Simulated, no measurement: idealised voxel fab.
This is a process module. Its name is voxel capacitor over wiring.
Square cell edge 5 nm, section width 200 nm, ID cut.
Bands, listed from the top down, are how a cross-section gets written in this document; the cross-section itself is a grid of square cells, and a band is one or more rows of them. The band entry comprises the height of the band's top followed by the height of its bottom, expressed in nm, and subsequently the band's materials from left to right, each stated together with its width in nm. Where a single material is marked with the word "everywhere", that material fills the band from edge to edge. The word "empty" represents empty space. Beneath 0, the wafer as received is one material, and that level is where height counting begins. The lowest band goes on downward without a bottom; it is written like "from 0 down". It should be noted that a width expressed as "30 to 40" varies in equal increments from row to row of cells within the band, taking the value of the first number at the top row and that of the second number at the bottom row. "nothing different" after a step means that no cell of the cross-section changed. So "Closed empty spaces" is basically the list of trapped voids: any empty space of 8 cells or more that can't reach the top through an opening. They're written width x height at distance, the distance being from the left edge, and it's all nm. The remark found on a step's line after its settings is issued by the simulator itself and pertains to that step. The line of a step may include "overlay nm". On a step with a mask, this value is how far to the right of its planned place the mask lay. A negative value means the mask lay to the left.

Process steps foreseen in the plan
step 1: RECEIVE | material Si
step 2: CONFORMAL_DEP | material SiO2 | thk nm 15
step 3: DIRECTIONAL_DEP | material TiN | thk nm 5
step 4: DIRECTIONAL_DEP | material Ru | thk nm 20
step 5: DIRECTIONAL_DEP | material aC | thk nm 10
step 6: PATTERN | tone cover | mask id METAL_1 | material resist | width nm 30 | pitch nm 100 | thk nm 25 | overlay nm 0
step 7: DIRECTIONAL_ETCH | etch materials aC | depth nm 10
step 8: STRIP | etch materials resist
step 9: DIRECTIONAL_ETCH | etch materials Ru | depth nm 20
step 10: DIRECTIONAL_ETCH | etch materials TiN | depth nm 5
step 11: STRIP | etch materials aC
step 12: FILL_DEP | material lowk | thk nm 10
step 13: CMP | height nm 40
step 14: CONFORMAL_DEP | material SiCN | thk nm 5
step 15: DIRECTIONAL_DEP | material lowk | thk nm 15
step 16: DIRECTIONAL_DEP | material aC | thk nm 15
step 17: PATTERN | tone open | mask id PLUG_1 | material resist | width nm 15 | thk nm 35 | overlay nm 0
step 18: DIRECTIONAL_ETCH | etch materials aC | depth nm 15
step 19: STRIP | etch materials resist
step 20: DIRECTIONAL_ETCH | etch materials lowk | depth nm 15
step 21: DIRECTIONAL_ETCH | etch materials SiCN | depth nm 5
step 22: STRIP | etch materials aC
step 23: EPI | material Ru | thk nm 10
step 24: EPI | material Ru | thk nm 10
step 25: DIRECTIONAL_DEP | material TiN | thk nm 10
step 26: DIRECTIONAL_DEP | material Al2O3 | thk nm 5
step 27: DIRECTIONAL_DEP | material TiN | thk nm 5
step 28: PATTERN | tone cover | mask id UPPER_PLATE | material resist | width nm 75 | thk nm 15 | overlay nm 0
step 29: DIRECTIONAL_ETCH | etch materials TiN | depth nm 5
step 30: DIRECTIONAL_ETCH | etch materials Al2O3 | depth nm 5
step 31: STRIP | etch materials resist
step 32: DIRECTIONAL_DEP | material aC | thk nm 10
step 33: PATTERN | tone cover | mask id LOWER_PLATE | material resist | width nm 85 | thk nm 25 | overlay nm 0
step 34: DIRECTIONAL_ETCH | etch materials aC | depth nm 10
step 35: STRIP | etch materials resist
step 36: DIRECTIONAL_ETCH | etch materials TiN | depth nm 10
step 37: STRIP | etch materials aC
step 38: FILL_DEP | material SiO2 | thk nm 15
step 39: CMP | height nm 90
step 40: DIRECTIONAL_DEP | material aC | thk nm 15
step 41: PATTERN | tone open | mask id PLUG_2 | material resist | width nm 15 | thk nm 30 | overlay nm 0
step 42: DIRECTIONAL_ETCH | etch materials aC | depth nm 15
step 43: STRIP | etch materials resist
step 44: DIRECTIONAL_ETCH | etch materials SiO2 | depth nm 10
step 45: STRIP | etch materials aC
step 46: CONFORMAL_DEP | material TiN | thk nm 5
step 47: FILL_DEP | material Ru | thk nm 10
step 48: CMP | height nm 90
step 49: CONFORMAL_DEP | material SiCN | thk nm 5

The first of a set of two wafers, run to plan

Cross-section of the wafer at receipt, which is the condition after step 1
* from 0 down | Si everywhere
* Closed empty spaces: none

Cross-section of the wafer subsequent to step 2
* from 15 to 0 | SiO2 everywhere
* Everything under 0 stays put, no change at all.

Cross-section of the wafer subsequent to step 3
* from 20 to 15 | TiN everywhere
* Everything under 15 stays put, no change at all.

Cross-section of the wafer subsequent to step 4
* from 40 to 20 | Ru everywhere
* Everything under 20 stays put, no change at all.

Cross-section of the wafer subsequent to step 5
* from 50 to 40 | aC everywhere
* Everything under 40 stays put, no change at all.

Cross-section of the wafer subsequent to step 6
* from 75 to 50 | empty (35); resist (30); empty (70); resist (30); empty (35)
* Everything under 50 stays put, no change at all.

Cross-section of the wafer subsequent to step 7
* from 65 to 50 | empty (35); resist (30); empty (70); resist (30); empty (35)
* from 50 to 40 | empty (35); aC (30); empty (70); aC (30); empty (35)
* Everything under 40 stays put, no change at all.

Cross-section of the wafer subsequent to step 8
* from 50 to 40 | empty (35); aC (30); empty (70); aC (30); empty (35)
* Everything under 40 stays put, no change at all.

Cross-section of the wafer subsequent to step 9
* from 50 to 40 | empty (35); aC (30); empty (70); aC (30); empty (35)
* from 40 to 20 | empty (35); Ru (30); empty (70); Ru (30); empty (35)
* Everything under 20 stays put, no change at all.

Cross-section of the wafer subsequent to step 10
* from 50 to 40 | empty (35); aC (30); empty (70); aC (30); empty (35)
* from 40 to 20 | empty (35); Ru (30); empty (70); Ru (30); empty (35)
* from 20 to 15 | empty (35); TiN (30); empty (70); TiN (30); empty (35)
* Everything under 15 stays put, no change at all.

Cross-section of the wafer subsequent to step 11
* from 40 to 20 | empty (35); Ru (30); empty (70); Ru (30); empty (35)
* Everything under 20 stays put, no change at all.

Cross-section of the wafer subsequent to step 12
* from 50 to 40 | lowk everywhere
* from 40 to 20 | lowk (35); Ru (30); lowk (70); Ru (30); lowk (35)
* from 20 to 15 | lowk (35); TiN (30); lowk (70); TiN (30); lowk (35)
* Everything under 15 stays put, no change at all.

Cross-section of the wafer subsequent to step 13
* from 40 to 20 | lowk (35); Ru (30); lowk (70); Ru (30); lowk (35)
* Everything under 20 stays put, no change at all.

Cross-section of the wafer subsequent to step 14
* from 45 to 40 | SiCN everywhere
* Everything under 40 stays put, no change at all.

Cross-section of the wafer subsequent to step 15
* from 60 to 45 | lowk everywhere
* Everything under 45 stays put, no change at all.

Cross-section of the wafer subsequent to step 16
* from 75 to 60 | aC everywhere
* Everything under 60 stays put, no change at all.

Cross-section of the wafer subsequent to step 17
* from 110 to 75 | resist (50); empty (15); resist (135)
* Everything under 75 stays put, no change at all.

Cross-section of the wafer subsequent to step 18
* from 95 to 75 | resist (50); empty (15); resist (135)
* from 75 to 60 | aC (50); empty (15); aC (135)
* Everything under 60 stays put, no change at all.

Cross-section of the wafer subsequent to step 19
* from 75 to 60 | aC (50); empty (15); aC (135)
* Everything under 60 stays put, no change at all.

Cross-section of the wafer subsequent to step 20
* from 75 to 60 | aC (50); empty (15); aC (135)
* from 60 to 45 | lowk (50); empty (15); lowk (135)
* Everything under 45 stays put, no change at all.

Cross-section of the wafer subsequent to step 21
* from 75 to 60 | aC (50); empty (15); aC (135)
* from 60 to 45 | lowk (50); empty (15); lowk (135)
* from 45 to 40 | SiCN (50); empty (15); SiCN (135)
* Everything under 40 stays put, no change at all.

Cross-section of the wafer subsequent to step 22
* from 60 to 45 | lowk (50); empty (15); lowk (135)
* Everything under 45 stays put, no change at all.

Cross-section of the wafer subsequent to step 23
* from 60 to 50 | lowk (50); empty (15); lowk (135)
* from 50 to 45 | lowk (50); Ru (15); lowk (135)
* from 45 to 40 | SiCN (50); Ru (15); SiCN (135)
* Everything under 40 stays put, no change at all.

Cross-section of the wafer subsequent to step 24
* from 60 to 45 | lowk (50); Ru (15); lowk (135)
* Everything under 45 stays put, no change at all.

Cross-section of the wafer subsequent to step 25
* from 70 to 60 | TiN everywhere
* Everything under 60 stays put, no change at all.

Cross-section of the wafer subsequent to step 26
* from 75 to 70 | Al2O3 everywhere
* Everything under 70 stays put, no change at all.

Cross-section of the wafer subsequent to step 27
* from 80 to 75 | TiN everywhere
* Everything under 75 stays put, no change at all.

Cross-section of the wafer subsequent to step 28
* from 95 to 80 | empty (50); resist (75); empty (75)
* Everything under 80 stays put, no change at all.

Cross-section of the wafer subsequent to step 29
* from 95 to 80 | empty (50); resist (75); empty (75)
* from 80 to 75 | empty (50); TiN (75); empty (75)
* Everything under 75 stays put, no change at all.

Cross-section of the wafer subsequent to step 30
* from 95 to 80 | empty (50); resist (75); empty (75)
* from 80 to 75 | empty (50); TiN (75); empty (75)
* from 75 to 70 | empty (50); Al2O3 (75); empty (75)
* Everything under 70 stays put, no change at all.

Cross-section of the wafer subsequent to step 31
* from 80 to 75 | empty (50); TiN (75); empty (75)
* Everything under 75 stays put, no change at all.

Cross-section of the wafer subsequent to step 32
* from 90 to 80 | empty (50); aC (75); empty (75)
* from 80 to 75 | aC (50); TiN (75); aC (75)
* from 75 to 70 | aC (50); Al2O3 (75); aC (75)
* Everything under 70 stays put, no change at all.

Cross-section of the wafer subsequent to step 33
* from 115 to 90 | empty (45); resist (85); empty (70)
* from 90 to 80 | empty (45); resist (5); aC (75); resist (5); empty (70)
* Everything under 80 stays put, no change at all.

Cross-section of the wafer subsequent to step 34
* from 105 to 90 | empty (45); resist (85); empty (70)
* from 90 to 80 | empty (45); resist (5); aC (75); resist (5); empty (70)
* from 80 to 75 | empty (45); aC (5); TiN (75); aC (5); empty (70)
* from 75 to 70 | empty (45); aC (5); Al2O3 (75); aC (5); empty (70)
* Everything under 70 stays put, no change at all.

Cross-section of the wafer subsequent to step 35
* from 90 to 80 | empty (50); aC (75); empty (75)
* Everything under 80 stays put, no change at all.

Cross-section of the wafer subsequent to step 36
* from 90 to 80 | empty (50); aC (75); empty (75)
* from 80 to 75 | empty (45); aC (5); TiN (75); aC (5); empty (70)
* from 75 to 70 | empty (45); aC (5); Al2O3 (75); aC (5); empty (70)
* from 70 to 60 | empty (45); TiN (85); empty (70)
* Everything under 60 stays put, no change at all.

Cross-section of the wafer subsequent to step 37
* from 80 to 75 | empty (50); TiN (75); empty (75)
* from 75 to 70 | empty (50); Al2O3 (75); empty (75)
* Everything under 70 stays put, no change at all.

Cross-section of the wafer subsequent to step 38
* from 95 to 80 | SiO2 everywhere
* from 80 to 75 | SiO2 (50); TiN (75); SiO2 (75)
* from 75 to 70 | SiO2 (50); Al2O3 (75); SiO2 (75)
* from 70 to 60 | SiO2 (45); TiN (85); SiO2 (70)
* Everything under 60 stays put, no change at all.

Cross-section of the wafer subsequent to step 39
* from 90 to 80 | SiO2 everywhere
* Everything under 80 stays put, no change at all.

Cross-section of the wafer subsequent to step 40
* from 105 to 90 | aC everywhere
* Everything under 90 stays put, no change at all.

Cross-section of the wafer subsequent to step 41
* from 135 to 105 | resist (60); empty (15); resist (125)
* Everything under 105 stays put, no change at all.

Cross-section of the wafer subsequent to step 42
* from 120 to 105 | resist (60); empty (15); resist (125)
* from 105 to 90 | aC (60); empty (15); aC (125)
* Everything under 90 stays put, no change at all.

Cross-section of the wafer subsequent to step 43
* from 105 to 90 | aC (60); empty (15); aC (125)
* Everything under 90 stays put, no change at all.

Cross-section of the wafer subsequent to step 44
* from 105 to 90 | aC (60); empty (15); aC (125)
* from 90 to 80 | SiO2 (60); empty (15); SiO2 (125)
* Everything under 80 stays put, no change at all.

Cross-section of the wafer subsequent to step 45
* from 90 to 80 | SiO2 (60); empty (15); SiO2 (125)
* Everything under 80 stays put, no change at all.

Cross-section of the wafer subsequent to step 46
* from 95 to 90 | TiN (65); empty (5); TiN (130)
* from 90 to 85 | SiO2 (60); TiN (5); empty (5); TiN (5); SiO2 (125)
* from 85 to 75 | SiO2 (60 to 50); TiN (15 to 75); SiO2 (125 to 75)
* Everything under 75 stays put, no change at all.

Cross-section of the wafer subsequent to step 47
* from 105 to 95 | Ru everywhere
* from 95 to 90 | TiN (65); Ru (5); TiN (130)
* from 90 to 85 | SiO2 (60); TiN (5); Ru (5); TiN (5); SiO2 (125)
* Everything under 85 stays put, no change at all.

Cross-section of the wafer subsequent to step 48
* from 90 to 85 | SiO2 (60); TiN (5); Ru (5); TiN (5); SiO2 (125)
* Everything under 85 stays put, no change at all.

Cross-section of the wafer subsequent to step 49
* from 95 to 90 | SiCN everywhere
* Everything under 90 stays put, no change at all.

Wafer two of the pair: same origin, same plan, one error during the run; identical to wafer one up to and including step 13

Cross-sectional view of the second wafer at the intended end time of process step 14
* from 45 to 40 | Ru everywhere
* Everything under 40 stays put, no change at all.

Cross-sectional view of the second wafer at the intended end time of process step 15
* from 60 to 45 | lowk everywhere
* Everything under 45 stays put, no change at all.

Cross-sectional view of the second wafer at the intended end time of process step 16
* from 75 to 60 | aC everywhere
* Everything under 60 stays put, no change at all.

Cross-sectional view of the second wafer at the intended end time of process step 17
* from 110 to 75 | resist (50); empty (15); resist (135)
* Everything under 75 stays put, no change at all.

Cross-sectional view of the second wafer at the intended end time of process step 18
* from 95 to 75 | resist (50); empty (15); resist (135)
* from 75 to 60 | aC (50); empty (15); aC (135)
* Everything under 60 stays put, no change at all.

Cross-sectional view of the second wafer at the intended end time of process step 19
* from 75 to 60 | aC (50); empty (15); aC (135)
* Everything under 60 stays put, no change at all.

Cross-sectional view of the second wafer at the intended end time of process step 20
* from 75 to 60 | aC (50); empty (15); aC (135)
* from 60 to 45 | lowk (50); empty (15); lowk (135)
* Everything under 45 stays put, no change at all.

Cross-sectional view of the second wafer at the intended end time of process step 21: nothing different

Cross-sectional view of the second wafer at the intended end time of process step 22
* from 60 to 45 | lowk (50); empty (15); lowk (135)
* Everything under 45 stays put, no change at all.

Cross-sectional view of the second wafer at the intended end time of process step 23
* from 60 to 55 | lowk (50); empty (15); lowk (135)
* from 55 to 45 | lowk (50); Ru (15); lowk (135)
* Everything under 45 stays put, no change at all.

Cross-sectional view of the second wafer at the intended end time of process step 24
* from 65 to 60 | empty (45); Ru (25); empty (130)
* from 60 to 45 | lowk (50); Ru (15); lowk (135)
* Everything under 45 stays put, no change at all.

Cross-sectional view of the second wafer at the intended end time of process step 25
* from 75 to 70 | empty (45); TiN (25); empty (130)
* from 70 to 65 | TiN everywhere
* from 65 to 60 | TiN (45); Ru (25); TiN (130)
* Everything under 60 stays put, no change at all.

Cross-sectional view of the second wafer at the intended end time of process step 26
* from 80 to 75 | empty (45); Al2O3 (25); empty (130)
* from 75 to 70 | Al2O3 (45); TiN (25); Al2O3 (130)
* Everything under 70 stays put, no change at all.

Cross-sectional view of the second wafer at the intended end time of process step 27
* from 85 to 80 | empty (45); TiN (25); empty (130)
* from 80 to 75 | TiN (45); Al2O3 (25); TiN (130)
* Everything under 75 stays put, no change at all.

Cross-sectional view of the second wafer at the intended end time of process step 28
* from 100 to 85 | empty (50); resist (75); empty (75)
* from 85 to 80 | empty (45); TiN (25); resist (55); empty (75)
* Everything under 80 stays put, no change at all.

Cross-sectional view of the second wafer at the intended end time of process step 29
* from 100 to 85 | empty (50); resist (75); empty (75)
* from 85 to 80 | empty (50); TiN (20); resist (55); empty (75)
* from 80 to 75 | empty (45); Al2O3 (25); TiN (55); empty (75)
* Everything under 75 stays put, no change at all.

Cross-sectional view of the second wafer at the intended end time of process step 30
* from 100 to 85 | empty (50); resist (75); empty (75)
* from 85 to 80 | empty (50); TiN (20); resist (55); empty (75)
* from 80 to 75 | empty (50); Al2O3 (20); TiN (55); empty (75)
* from 75 to 70 | empty (45); TiN (25); Al2O3 (55); empty (75)
* Everything under 70 stays put, no change at all.

Cross-sectional view of the second wafer at the intended end time of process step 31
* from 85 to 80 | empty (50); TiN (20); empty (130)
* Everything under 80 stays put, no change at all.

Cross-sectional view of the second wafer at the intended end time of process step 32
* from 95 to 85 | empty (50); aC (20 to 75); empty (130 to 75)
* from 85 to 80 | empty (45); aC (5); TiN (20); aC (55); empty (75)
* from 80 to 75 | aC (50); Al2O3 (20); TiN (55); aC (75)
* from 75 to 70 | aC (45); TiN (25); Al2O3 (55); aC (75)
* Everything under 70 stays put, no change at all.

Cross-sectional view of the second wafer at the intended end time of process step 33
* from 120 to 95 | empty (45); resist (85); empty (70)
* from 95 to 85 | empty (45); resist (5); aC (20 to 75); resist (60 to 5); empty (70)
* from 85 to 80 | empty (45); aC (5); TiN (20); aC (55); resist (5); empty (70)
* Everything under 80 stays put, no change at all.

Cross-sectional view of the second wafer at the intended end time of process step 34
* from 110 to 95 | empty (45); resist (85); empty (70)
* from 95 to 85 | empty (45); resist (5); aC (20 to 75); resist (60 to 5); empty (70)
* from 85 to 80 | empty (45); aC (5); TiN (20); aC (55); resist (5); empty (70)
* from 80 to 75 | empty (45); aC (5); Al2O3 (20); TiN (55); aC (5); empty (70)
* from 75 to 70 | empty (45); TiN (25); Al2O3 (55); aC (5); empty (70)
* Everything under 70 stays put, no change at all.

Cross-sectional view of the second wafer at the intended end time of process step 35
* from 95 to 85 | empty (50); aC (20 to 75); empty (130 to 75)
* from 85 to 80 | empty (45); aC (5); TiN (20); aC (55); empty (75)
* Everything under 80 stays put, no change at all.

Cross-sectional view of the second wafer at the intended end time of process step 36
* from 95 to 85 | empty (50); aC (20 to 75); empty (130 to 75)
* from 85 to 80 | empty (45); aC (5); TiN (20); aC (55); empty (75)
* from 80 to 75 | empty (45); aC (5); Al2O3 (20); TiN (55); aC (5); empty (70)
* from 75 to 70 | empty (45); TiN (25); Al2O3 (55); aC (5); empty (70)
* from 70 to 65 | empty (45); TiN (85); empty (70)
* from 65 to 60 | empty (45); Ru (25); TiN (60); empty (70)
* Everything under 60 stays put, no change at all.

Cross-sectional view of the second wafer at the intended end time of process step 37
* from 85 to 80 | empty (50); TiN (20); empty (130)
* from 80 to 75 | empty (50); Al2O3 (20); TiN (55); empty (75)
* from 75 to 70 | empty (45); TiN (25); Al2O3 (55); empty (75)
* Everything under 70 stays put, no change at all.

Cross-sectional view of the second wafer at the intended end time of process step 38
* from 100 to 85 | SiO2 everywhere
* from 85 to 80 | SiO2 (50); TiN (20); SiO2 (130)
* from 80 to 75 | SiO2 (50); Al2O3 (20); TiN (55); SiO2 (75)
* from 75 to 70 | SiO2 (45); TiN (25); Al2O3 (55); SiO2 (75)
* from 70 to 65 | SiO2 (45); TiN (85); SiO2 (70)
* from 65 to 60 | SiO2 (45); Ru (25); TiN (60); SiO2 (70)
* Everything under 60 stays put, no change at all.

Cross-sectional view of the second wafer at the intended end time of process step 39
* from 90 to 85 | SiO2 everywhere
* Everything under 85 stays put, no change at all.

Cross-sectional view of the second wafer at the intended end time of process step 40
* from 105 to 90 | aC everywhere
* Everything under 90 stays put, no change at all.

Cross-sectional view of the second wafer at the intended end time of process step 41
* from 135 to 105 | resist (60); empty (15); resist (125)
* Everything under 105 stays put, no change at all.

Cross-sectional view of the second wafer at the intended end time of process step 42
* from 120 to 105 | resist (60); empty (15); resist (125)
* from 105 to 90 | aC (60); empty (15); aC (125)
* Everything under 90 stays put, no change at all.

Cross-sectional view of the second wafer at the intended end time of process step 43
* from 105 to 90 | aC (60); empty (15); aC (125)
* Everything under 90 stays put, no change at all.

Cross-sectional view of the second wafer at the intended end time of process step 44
* from 105 to 90 | aC (60); empty (15); aC (125)
* from 90 to 85 | SiO2 (60); empty (15); SiO2 (125)
* from 85 to 80 | SiO2 (50); TiN (20); empty (5); SiO2 (125)
* Everything under 80 stays put, no change at all.

Cross-sectional view of the second wafer at the intended end time of process step 45
* from 90 to 85 | SiO2 (60); empty (15); SiO2 (125)
* Everything under 85 stays put, no change at all.

Cross-sectional view of the second wafer at the intended end time of process step 46
* from 95 to 90 | TiN (65); empty (5); TiN (130)
* from 90 to 80 | SiO2 (60 to 50); TiN (15 to 25); SiO2 (125)
* Everything under 80 stays put, no change at all.

Cross-sectional view of the second wafer at the intended end time of process step 47
* from 105 to 95 | Ru everywhere
* from 95 to 90 | TiN (65); Ru (5); TiN (130)
* Everything under 90 stays put, no change at all.

Cross-sectional view of the second wafer at the intended end time of process step 48
* from 90 to 80 | SiO2 (60 to 50); TiN (15 to 25); SiO2 (125)
* Everything under 80 stays put, no change at all.

Cross-sectional view of the second wafer at the intended end time of process step 49
* from 95 to 90 | SiCN everywhere
* Everything under 90 stays put, no change at all.
Which mistake was made when the wafer was run? step 14 off recipe, ran as CONFORMAL_DEP | material Ru | thk nm 5
The closing comparison, in cells, has the second wafer with more or fewer of some materials than the first: Ru +41, SiCN -37, SiO2 -3, TiN -1
